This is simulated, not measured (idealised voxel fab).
The process module that follows is named voxel ribs on slabs.
Xsec cut, 170 nm wide, square cell size 5 nm.
A cross-section in this document is a grid of square cells, and it is written down as bands, the top band listed before the ones below it; a band is made up of one or more rows of cells.
In this notation a band is specified by the heights of its top and bottom, in that order and in nm, after which its materials appear from left to right, each paired with its width in nm. The word "throughout" attached to a single material means that material fills the band from edge to edge; the word "air" stands for empty space.
It should be noted that heights are counted from 0, beneath which the wafer as supplied is of one material throughout, and that the lowest band possesses no lower boundary but continues downward, as written in "0 down".
Graded width ("30..40"): value in top row of band = first number; value in bottom row = second number; row-to-row change constant.
The cross-section has no changed cell in any step marked "nothing got changed".
Voids not open to the top, 8 cells minimum: see "Trapped cavities". Written width x height at distance; distance is from the left edge; nm.
Text after the settings on a step's line: the simulator's own remark on that step.
The "overlay nm" setting may appear on a step's line; for a step that uses a mask, it gives how far to the right of its planned position the mask lay, and a negative value indicates the left.
THESE ARE THE STEPS WE PLANNED FOR THE PROCESS
1 RECEIVE, material Si
2 DIRECTIONAL_DEP, material SiO2, thk nm 20
3 DIRECTIONAL_DEP, material polySi, thk nm 15
4 MASKED_ETCH, tone cover, mask id RIB, width nm 30, etch materials polySi, depth nm 10, overlay nm 0
5 DIRECTIONAL_DEP, material aC, thk nm 15
6 PATTERN, tone cover, mask id SLAB, material resist, width nm 70, thk nm 35, overlay nm 0
7 DIRECTIONAL_ETCH, etch materials aC, depth nm 15
8 STRIP, etch materials resist
9 DIRECTIONAL_ETCH, etch materials polySi, depth nm 5
10 STRIP, etch materials aC
11 FILL_DEP, material SiO2, thk nm 15
12 CMP, height nm 45
13 DIRECTIONAL_DEP, material W, thk nm 10
14 DIRECTIONAL_DEP, material aC, thk nm 10
15 PATTERN, tone cover, mask id HEATER, material resist, width nm 40, thk nm 25, overlay nm 0
16 DIRECTIONAL_ETCH, etch materials aC, depth nm 10
17 STRIP, etch materials resist
18 DIRECTIONAL_ETCH, etch materials W, depth nm 10
19 STRIP, etch materials aC
20 CONFORMAL_DEP, material SiN, thk nm 10
AS-RECEIVED STATE OF THE WAFER IN CROSS-SECTION, EQUIVALENT TO POST-STEP 1
0 down = Si throughout
Trapped cavities: none
HERE'S THE CROSS-SECTION OF THE FIRST OF OUR TWO WAFERS AT THE END OF THE MODULE - IT RAN AS PLANNED
65 to 55 = air=55 / SiN=60 / air=55
55 to 45 = SiN=65 / W=40 / SiN=65
45 to 35 = SiO2 throughout
35 to 25 = SiO2=70 / polySi=30 / SiO2=70
25 to 20 = SiO2=50 / polySi=70 / SiO2=50
20 to 0 = SiO2 throughout
0 down = Si throughout
Trapped cavities: none
NOW THE SECOND WAFER, CROSS-SECTIONED AT THE END OF THE MODULE. NOTHING DIFFERENT AT THE START, NOTHING DIFFERENT IN THE PLAN COMPARED WITH THE FIRST, JUST ONE MISTAKE WHEN IT WAS ACTUALLY RUN
65 to 55 = air=65 / SiN=60 / air=45
55 to 45 = SiN=75 / W=40 / SiN=55
45 to 35 = SiO2 throughout
35 to 25 = SiO2=70 / polySi=30 / SiO2=70
25 to 20 = SiO2=50 / polySi=70 / SiO2=50
20 to 0 = SiO2 throughout
0 down = Si throughout
Trapped cavities: none
What went wrong in running the wafer? heads up, step 15 didn't go per plan, it actually ran as PATTERN, tone cover, mask id HEATER, material resist, width nm 40, thk nm 25, overlay nm 10
at the end the second wafer has, in cells: as many of each material as the first, in other places
